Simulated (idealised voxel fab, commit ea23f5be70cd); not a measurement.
Process module in this document: voxel transistor to metal
Cross-section cut: width 165 nm, square cells of 5 nm.
Square cells in a grid make up a cross-section in this document, and the grid is given as bands, listed from the top down, each one or more rows of cells.
Quick guide to a band line: top height, bottom height (nm) up front; then every material left to right with its width in nm. Only one material and it's marked "full width"? Then it fills the band edge to edge. And "blank" just means empty space.
Heights are measured from 0, the level below which the as-received wafer is all one material; the lowest band has no bottom and continues downward, written as in "0 -> down".
A width given as "30..40" starts at the first number in the band's top row and ends at the second number in its bottom row, shifting by an equal amount at every step from row to row.
When a step is marked "remained the same", none of the cells in the cross-section changed during that step.
The entry titled "Enclosed voids" provides the empty spaces that have no open way to the top, restricted to those of 8 cells or more. Each is presented as width x height at distance, the distance being measured from the left edge, with all three in nm.
That trailing text on a step's line, after the settings, is the simulator's own remark on the step.
Steps that use a mask can have "overlay nm" on their line. It says how far the mask sat to the right of where it was meant to be. Negative means to the left.

INTENDED PROCESS STEPS
step 1: op RECEIVE | material Si
step 2: op CONFORMAL_DEP | material SiO2 | thk nm 5
step 3: op CONFORMAL_DEP | material SiN | thk nm 10
step 4: op DIRECTIONAL_DEP | material aC | thk nm 15
step 5: op PATTERN | tone cover | mask id ACTIVE | material resist | width nm 95 | thk nm 30 | overlay nm 0
step 6: op DIRECTIONAL_ETCH | etch materials aC | depth nm 15
step 7: op STRIP | etch materials resist
step 8: op DIRECTIONAL_ETCH | etch materials SiN | depth nm 10
step 9: op DIRECTIONAL_ETCH | etch materials SiO2 | depth nm 5
step 10: op DIRECTIONAL_ETCH | etch materials Si | depth nm 20
step 11: op STRIP | etch materials aC
step 12: op OXIDIZE | depth nm 5
step 13: op FILL_DEP | material SiO2 | thk nm 15
step 14: op CMP | height nm 15
step 15: op SELECTIVE_ETCH | etch materials SiO2 | depth nm 5
step 16: op STRIP | etch materials SiN
step 17: op SELECTIVE_ETCH | etch materials SiO2 | depth nm 5
step 18: op OXIDIZE | depth nm 5
step 19: op DIRECTIONAL_DEP | material polySi | thk nm 20
step 20: op DIRECTIONAL_DEP | material SiCN | thk nm 15
step 21: op PATTERN | tone cover | mask id GATE | material resist | width nm 15 | thk nm 20 | overlay nm 0
step 22: op DIRECTIONAL_ETCH | etch materials SiCN | depth nm 25
step 23: op DIRECTIONAL_ETCH | etch materials polySi | depth nm 30
step 24: op STRIP | etch materials resist
step 25: op CONFORMAL_DEP | material SiN | thk nm 5
step 26: op DIRECTIONAL_ETCH | etch materials SiN | depth nm 5
step 27: op DIRECTIONAL_ETCH | etch materials SiO2 | depth nm 5
step 28: op EPI | material SiGe | thk nm 5
step 29: op FILL_DEP | material SiO2 | thk nm 10
step 30: op CMP | height nm 35
step 31: op DIRECTIONAL_DEP | material SiO2 | thk nm 10
step 32: op PATTERN | tone open | mask id CONTACT | material resist | width nm 20 | pitch nm 65 | thk nm 15 | overlay nm 0
step 33: op DIRECTIONAL_ETCH | etch materials SiO2 | depth nm 45
step 34: op STRIP | etch materials resist
step 35: op CONFORMAL_DEP | material TiN | thk nm 5
step 36: op FILL_DEP | material Ru | thk nm 5
step 37: op CMP | height nm 45
step 38: op DIRECTIONAL_DEP | material TiN | thk nm 5
step 39: op DIRECTIONAL_DEP | material Ru | thk nm 20
step 40: op MASKED_ETCH | tone cover | mask id METAL_1 | width nm 20 | pitch nm 65 | etch materials Ru | depth nm 20 | overlay nm 0
step 41: op MASKED_ETCH | tone cover | mask id METAL_1 | width nm 20 | pitch nm 65 | etch materials TiN | depth nm 5 | overlay nm 0
step 42: op FILL_DEP | material SiO2 | thk nm 10
step 43: op CMP | height nm 70
step 44: op CONFORMAL_DEP | material SiN | thk nm 5

FIRST OF TWO WAFERS: RUN AS PLANNED

THE CROSS-SECTION HERE SHOWS THE WAFER AS RECEIVED, I.E. IN ITS STATE AFTER STEP 1
	0 -> down: Si full width
	Enclosed voids: none

ONCE STEP 2 IS THROUGH, THE WAFER LOOKS LIKE THIS IN CROSS-SECTION
	5 -> 0: SiO2 full width
	Below a height of 0, the structure has not been altered.

ONCE STEP 3 IS THROUGH, THE WAFER LOOKS LIKE THIS IN CROSS-SECTION
	15 -> 5: SiN full width
	Below a height of 5, the structure has not been altered.

ONCE STEP 4 IS THROUGH, THE WAFER LOOKS LIKE THIS IN CROSS-SECTION
	30 -> 15: aC full width
	Below a height of 15, the structure has not been altered.

ONCE STEP 5 IS THROUGH, THE WAFER LOOKS LIKE THIS IN CROSS-SECTION
	60 -> 30: blank: 35 / resist: 95 / blank: 35
	Below a height of 30, the structure has not been altered.

ONCE STEP 6 IS THROUGH, THE WAFER LOOKS LIKE THIS IN CROSS-SECTION
	45 -> 30: blank: 35 / resist: 95 / blank: 35
	30 -> 15: blank: 35 / aC: 95 / blank: 35
	Below a height of 15, the structure has not been altered.

ONCE STEP 7 IS THROUGH, THE WAFER LOOKS LIKE THIS IN CROSS-SECTION
	30 -> 15: blank: 35 / aC: 95 / blank: 35
	Below a height of 15, the structure has not been altered.

ONCE STEP 8 IS THROUGH, THE WAFER LOOKS LIKE THIS IN CROSS-SECTION
	30 -> 15: blank: 35 / aC: 95 / blank: 35
	15 -> 5: blank: 35 / SiN: 95 / blank: 35
	Below a height of 5, the structure has not been altered.

ONCE STEP 9 IS THROUGH, THE WAFER LOOKS LIKE THIS IN CROSS-SECTION
	30 -> 15: blank: 35 / aC: 95 / blank: 35
	15 -> 5: blank: 35 / SiN: 95 / blank: 35
	5 -> 0: blank: 35 / SiO2: 95 / blank: 35
	Below a height of 0, the structure has not been altered.

ONCE STEP 10 IS THROUGH, THE WAFER LOOKS LIKE THIS IN CROSS-SECTION
	30 -> 15: blank: 35 / aC: 95 / blank: 35
	15 -> 5: blank: 35 / SiN: 95 / blank: 35
	5 -> 0: blank: 35 / SiO2: 95 / blank: 35
	0 -> -20: blank: 35 / Si: 95 / blank: 35
	Below a height of -20, the structure has not been altered.

ONCE STEP 11 IS THROUGH, THE WAFER LOOKS LIKE THIS IN CROSS-SECTION
	15 -> 5: blank: 35 / SiN: 95 / blank: 35
	Below a height of 5, the structure has not been altered.

ONCE STEP 12 IS THROUGH, THE WAFER LOOKS LIKE THIS IN CROSS-SECTION
	15 -> 5: blank: 35 / SiN: 95 / blank: 35
	5 -> 0: blank: 35 / SiO2: 95 / blank: 35
	0 -> -20: blank: 35 / SiO2: 5 / Si: 85 / SiO2: 5 / blank: 35
	-20 -> -25: SiO2: 40 / Si: 85 / SiO2: 40
	Below a height of -25, the structure has not been altered.

ONCE STEP 13 IS THROUGH, THE WAFER LOOKS LIKE THIS IN CROSS-SECTION
	30 -> 15: SiO2 full width
	15 -> 5: SiO2: 35 / SiN: 95 / SiO2: 35
	5 -> 0: SiO2 full width
	0 -> -25: SiO2: 40 / Si: 85 / SiO2: 40
	Below a height of -25, the structure has not been altered.

ONCE STEP 14 IS THROUGH, THE WAFER LOOKS LIKE THIS IN CROSS-SECTION
	15 -> 5: SiO2: 35 / SiN: 95 / SiO2: 35
	Below a height of 5, the structure has not been altered.

ONCE STEP 15 IS THROUGH, THE WAFER LOOKS LIKE THIS IN CROSS-SECTION
	15 -> 10: blank: 35 / SiN: 95 / blank: 35
	Below a height of 10, the structure has not been altered.

ONCE STEP 16 IS THROUGH, THE WAFER LOOKS LIKE THIS IN CROSS-SECTION
	10 -> 5: SiO2: 35 / blank: 95 / SiO2: 35
	Below a height of 5, the structure has not been altered.

ONCE STEP 17 IS THROUGH, THE WAFER LOOKS LIKE THIS IN CROSS-SECTION
	5 -> 0: SiO2: 30 / blank: 105 / SiO2: 30
	Below a height of 0, the structure has not been altered.

ONCE STEP 18 IS THROUGH, THE WAFER LOOKS LIKE THIS IN CROSS-SECTION
	5 -> 0: SiO2: 30 / blank: 105 / SiO2: 30
	0 -> -5: SiO2 full width
	Below a height of -5, the structure has not been altered.

ONCE STEP 19 IS THROUGH, THE WAFER LOOKS LIKE THIS IN CROSS-SECTION
	25 -> 20: polySi: 30 / blank: 105 / polySi: 30
	20 -> 5: polySi full width
	5 -> 0: SiO2: 30 / polySi: 105 / SiO2: 30
	Below a height of 0, the structure has not been altered.

ONCE STEP 20 IS THROUGH, THE WAFER LOOKS LIKE THIS IN CROSS-SECTION
	40 -> 35: SiCN: 30 / blank: 105 / SiCN: 30
	35 -> 25: SiCN full width
	25 -> 20: polySi: 30 / SiCN: 105 / polySi: 30
	Below a height of 20, the structure has not been altered.

ONCE STEP 21 IS THROUGH, THE WAFER LOOKS LIKE THIS IN CROSS-SECTION
	60 -> 40: blank: 75 / resist: 15 / blank: 75
	40 -> 35: SiCN: 30 / blank: 45 / resist: 15 / blank: 45 / SiCN: 30
	Below a height of 35, the structure has not been altered.

ONCE STEP 22 IS THROUGH, THE WAFER LOOKS LIKE THIS IN CROSS-SECTION
	60 -> 35: blank: 75 / resist: 15 / blank: 75
	35 -> 25: blank: 75 / SiCN: 15 / blank: 75
	25 -> 20: polySi: 30 / blank: 45 / SiCN: 15 / blank: 45 / polySi: 30
	Below a height of 20, the structure has not been altered.

ONCE STEP 23 IS THROUGH, THE WAFER LOOKS LIKE THIS IN CROSS-SECTION
	60 -> 35: blank: 75 / resist: 15 / blank: 75
	35 -> 20: blank: 75 / SiCN: 15 / blank: 75
	20 -> 5: blank: 75 / polySi: 15 / blank: 75
	5 -> 0: SiO2: 30 / blank: 45 / polySi: 15 / blank: 45 / SiO2: 30
	Below a height of 0, the structure has not been altered.

ONCE STEP 24 IS THROUGH, THE WAFER LOOKS LIKE THIS IN CROSS-SECTION
	35 -> 20: blank: 75 / SiCN: 15 / blank: 75
	Below a height of 20, the structure has not been altered.

ONCE STEP 25 IS THROUGH, THE WAFER LOOKS LIKE THIS IN CROSS-SECTION
	40 -> 35: blank: 70 / SiN: 25 / blank: 70
	35 -> 20: blank: 70 / SiN: 5 / SiCN: 15 / SiN: 5 / blank: 70
	20 -> 10: blank: 70 / SiN: 5 / polySi: 15 / SiN: 5 / blank: 70
	10 -> 5: SiN: 35 / blank: 35 / SiN: 5 / polySi: 15 / SiN: 5 / blank: 35 / SiN: 35
	5 -> 0: SiO2: 30 / SiN: 45 / polySi: 15 / SiN: 45 / SiO2: 30
	Below a height of 0, the structure has not been altered.

ONCE STEP 26 IS THROUGH, THE WAFER LOOKS LIKE THIS IN CROSS-SECTION
	35 -> 20: blank: 70 / SiN: 5 / SiCN: 15 / SiN: 5 / blank: 70
	20 -> 5: blank: 70 / SiN: 5 / polySi: 15 / SiN: 5 / blank: 70
	5 -> 0: SiO2: 30 / SiN: 5 / blank: 35 / SiN: 5 / polySi: 15 / SiN: 5 / blank: 35 / SiN: 5 / SiO2: 30
	Below a height of 0, the structure has not been altered.

ONCE STEP 27 IS THROUGH, THE WAFER LOOKS LIKE THIS IN CROSS-SECTION
	35 -> 20: blank: 70 / SiN: 5 / SiCN: 15 / SiN: 5 / blank: 70
	20 -> 5: blank: 70 / SiN: 5 / polySi: 15 / SiN: 5 / blank: 70
	5 -> 0: blank: 30 / SiN: 5 / blank: 35 / SiN: 5 / polySi: 15 / SiN: 5 / blank: 35 / SiN: 5 / blank: 30
	0 -> -5: SiO2: 35 / blank: 35 / SiO2: 25 / blank: 35 / SiO2: 35
	Below a height of -5, the structure has not been altered.

ONCE STEP 28 IS THROUGH, THE WAFER LOOKS LIKE THIS IN CROSS-SECTION
	35 -> 20: blank: 70 / SiN: 5 / SiCN: 15 / SiN: 5 / blank: 70
	20 -> 5: blank: 70 / SiN: 5 / polySi: 15 / SiN: 5 / blank: 70
	5 -> 0: blank: 30 / SiN: 5 / blank: 35 / SiN: 5 / polySi: 15 / SiN: 5 / blank: 35 / SiN: 5 / blank: 30
	0 -> -5: SiO2: 35 / SiGe: 35 / SiO2: 25 / SiGe: 35 / SiO2: 35
	Below a height of -5, the structure has not been altered.

ONCE STEP 29 IS THROUGH, THE WAFER LOOKS LIKE THIS IN CROSS-SECTION
	45 -> 35: SiO2 full width
	35 -> 20: SiO2: 70 / SiN: 5 / SiCN: 15 / SiN: 5 / SiO2: 70
	20 -> 5: SiO2: 70 / SiN: 5 / polySi: 15 / SiN: 5 / SiO2: 70
	5 -> 0: SiO2: 30 / SiN: 5 / SiO2: 35 / SiN: 5 / polySi: 15 / SiN: 5 / SiO2: 35 / SiN: 5 / SiO2: 30
	Below a height of 0, the structure has not been altered.

ONCE STEP 30 IS THROUGH, THE WAFER LOOKS LIKE THIS IN CROSS-SECTION
	35 -> 20: SiO2: 70 / SiN: 5 / SiCN: 15 / SiN: 5 / SiO2: 70
	Below a height of 20, the structure has not been altered.

ONCE STEP 31 IS THROUGH, THE WAFER LOOKS LIKE THIS IN CROSS-SECTION
	45 -> 35: SiO2 full width
	Below a height of 35, the structure has not been altered.

ONCE STEP 32 IS THROUGH, THE WAFER LOOKS LIKE THIS IN CROSS-SECTION
	60 -> 45: resist: 40 / blank: 20 / resist: 45 / blank: 20 / resist: 40
	Below a height of 45, the structure has not been altered.

ONCE STEP 33 IS THROUGH, THE WAFER LOOKS LIKE THIS IN CROSS-SECTION
	60 -> 45: resist: 40 / blank: 20 / resist: 45 / blank: 20 / resist: 40
	45 -> 35: SiO2: 40 / blank: 20 / SiO2: 45 / blank: 20 / SiO2: 40
	35 -> 20: SiO2: 40 / blank: 20 / SiO2: 10 / SiN: 5 / SiCN: 15 / SiN: 5 / SiO2: 10 / blank: 20 / SiO2: 40
	20 -> 5: SiO2: 40 / blank: 20 / SiO2: 10 / SiN: 5 / polySi: 15 / SiN: 5 / SiO2: 10 / blank: 20 / SiO2: 40
	5 -> 0: SiO2: 30 / SiN: 5 / SiO2: 5 / blank: 20 / SiO2: 10 / SiN: 5 / polySi: 15 / SiN: 5 / SiO2: 10 / blank: 20 / SiO2: 5 / SiN: 5 / SiO2: 30
	Below a height of 0, the structure has not been altered.

ONCE STEP 34 IS THROUGH, THE WAFER LOOKS LIKE THIS IN CROSS-SECTION
	45 -> 35: SiO2: 40 / blank: 20 / SiO2: 45 / blank: 20 / SiO2: 40
	Below a height of 35, the structure has not been altered.

ONCE STEP 35 IS THROUGH, THE WAFER LOOKS LIKE THIS IN CROSS-SECTION
	50 -> 45: TiN: 45 / blank: 10 / TiN: 55 / blank: 10 / TiN: 45
	45 -> 35: SiO2: 40 / TiN: 5 / blank: 10 / TiN: 5 / SiO2: 45 / TiN: 5 / blank: 10 / TiN: 5 / SiO2: 40
	35 -> 20: SiO2: 40 / TiN: 5 / blank: 10 / TiN: 5 / SiO2: 10 / SiN: 5 / SiCN: 15 / SiN: 5 / SiO2: 10 / TiN: 5 / blank: 10 / TiN: 5 / SiO2: 40
	20 -> 5: SiO2: 40 / TiN: 5 / blank: 10 / TiN: 5 / SiO2: 10 / SiN: 5 / polySi: 15 / SiN: 5 / SiO2: 10 / TiN: 5 / blank: 10 / TiN: 5 / SiO2: 40
	5 -> 0: SiO2: 30 / SiN: 5 / SiO2: 5 / TiN: 20 / SiO2: 10 / SiN: 5 / polySi: 15 / SiN: 5 / SiO2: 10 / TiN: 20 / SiO2: 5 / SiN: 5 / SiO2: 30
	Below a height of 0, the structure has not been altered.

ONCE STEP 36 IS THROUGH, THE WAFER LOOKS LIKE THIS IN CROSS-SECTION
	55 -> 50: Ru full width
	50 -> 45: TiN: 45 / Ru: 10 / TiN: 55 / Ru: 10 / TiN: 45
	45 -> 35: SiO2: 40 / TiN: 5 / Ru: 10 / TiN: 5 / SiO2: 45 / TiN: 5 / Ru: 10 / TiN: 5 / SiO2: 40
	35 -> 20: SiO2: 40 / TiN: 5 / Ru: 10 / TiN: 5 / SiO2: 10 / SiN: 5 / SiCN: 15 / SiN: 5 / SiO2: 10 / TiN: 5 / Ru: 10 / TiN: 5 / SiO2: 40
	20 -> 5: SiO2: 40 / TiN: 5 / Ru: 10 / TiN: 5 / SiO2: 10 / SiN: 5 / polySi: 15 / SiN: 5 / SiO2: 10 / TiN: 5 / Ru: 10 / TiN: 5 / SiO2: 40
	Below a height of 5, the structure has not been altered.

ONCE STEP 37 IS THROUGH, THE WAFER LOOKS LIKE THIS IN CROSS-SECTION
	45 -> 35: SiO2: 40 / TiN: 5 / Ru: 10 / TiN: 5 / SiO2: 45 / TiN: 5 / Ru: 10 / TiN: 5 / SiO2: 40
	Below a height of 35, the structure has not been altered.

ONCE STEP 38 IS THROUGH, THE WAFER LOOKS LIKE THIS IN CROSS-SECTION
	50 -> 45: TiN full width
	Below a height of 45, the structure has not been altered.

ONCE STEP 39 IS THROUGH, THE WAFER LOOKS LIKE THIS IN CROSS-SECTION
	70 -> 50: Ru full width
	Below a height of 50, the structure has not been altered.

ONCE STEP 40 IS THROUGH, THE WAFER LOOKS LIKE THIS IN CROSS-SECTION
	70 -> 50: blank: 40 / Ru: 20 / blank: 45 / Ru: 20 / blank: 40
	Below a height of 50, the structure has not been altered.

ONCE STEP 41 IS THROUGH, THE WAFER LOOKS LIKE THIS IN CROSS-SECTION
	70 -> 50: blank: 40 / Ru: 20 / blank: 45 / Ru: 20 / blank: 40
	50 -> 45: blank: 40 / TiN: 20 / blank: 45 / TiN: 20 / blank: 40
	Below a height of 45, the structure has not been altered.

ONCE STEP 42 IS THROUGH, THE WAFER LOOKS LIKE THIS IN CROSS-SECTION
	80 -> 70: SiO2 full width
	70 -> 50: SiO2: 40 / Ru: 20 / SiO2: 45 / Ru: 20 / SiO2: 40
	50 -> 45: SiO2: 40 / TiN: 20 / SiO2: 45 / TiN: 20 / SiO2: 40
	Below a height of 45, the structure has not been altered.

ONCE STEP 43 IS THROUGH, THE WAFER LOOKS LIKE THIS IN CROSS-SECTION
	70 -> 50: SiO2: 40 / Ru: 20 / SiO2: 45 / Ru: 20 / SiO2: 40
	Below a height of 50, the structure has not been altered.

ONCE STEP 44 IS THROUGH, THE WAFER LOOKS LIKE THIS IN CROSS-SECTION
	75 -> 70: SiN full width
	Below a height of 70, the structure has not been altered.

THE SECOND WAFER WAS PREPARED FROM THE SAME STARTING POINT AND UNDER THE SAME PLAN AS THE FIRST; ITS PROCESSING CONTAINED ONE MISTAKE, AND IT REMAINS INDISTINGUISHABLE FROM THE FIRST WAFER UP TO AND INCLUDING STEP 43

CROSS-SECTION OF THE SECOND WAFER AT THE TIME STEP 44 OF THE PLAN SHOULD HAVE ENDED
	75 -> 70: polySi full width
	Below a height of 70, the structure has not been altered.
The plan and the run diverged here: note that step 44 departed from the planned setting and was carried out as op CONFORMAL_DEP | material polySi | thk nm 5
End check, counted in cells, second wafer has more or fewer of these materials than the first: SiN: 33 fewer, polySi: 33 more
